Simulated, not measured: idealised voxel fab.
process module | voxel plated lines
cross-section cut | 215 nm wide | cells 5 nm
A cross-section is a grid of square cells, given in bands from the top down. A band is one or more rows of cells.
Each band's line starts with the height of the band's top and of its bottom, in nm. Then come its materials from left to right, each with its width in nm. One material with "throughout" fills the band from edge to edge. "air" is empty space.
Height 0 is the level under which the wafer as received is all one material. The lowest band goes on downwards, as in "0 down".
A width such as "30 to 40" changes by the same amount from each row of cells to the next, from the band's top row to its bottom row.
"no change" after a step means that no cell of the cross-section changed.
closed voids: empty space of 8 cells or more with no open way to the top, each as width x height at its distance from the left edge, in nm
after a step's settings: what the simulator itself notes on the step
overlay nm, on a step with a mask: how far to the right of its planned place the mask lay; to the left if negative
plan
1 op RECEIVE | material Si
2 op CONFORMAL_DEP | material Al2O3 | thk nm 5
3 op DIRECTIONAL_DEP | material TiN | thk nm 5
4 op PATTERN | tone open | mask id LINES | material resist | width nm 25 | pitch nm 50 | thk nm 30 | overlay nm 0
5 op EPI | material Ru | thk nm 5
6 op EPI | material Ru | thk nm 5
7 op STRIP | etch materials resist
8 op DIRECTIONAL_ETCH | etch materials TiN | depth nm 5
9 op CONFORMAL_DEP | material SiO2 | thk nm 10
as received, after step 1
  0 down: Si throughout
  closed voids: none
a wafer at the end: this start, this plan, one mistake
  20 to 10: SiO2 throughout
  10 to 5: Al2O3 throughout
  5 to 0: TiN throughout
  0 down: Si throughout
  closed voids: none
what went wrong: steps 2 and 3 were swapped
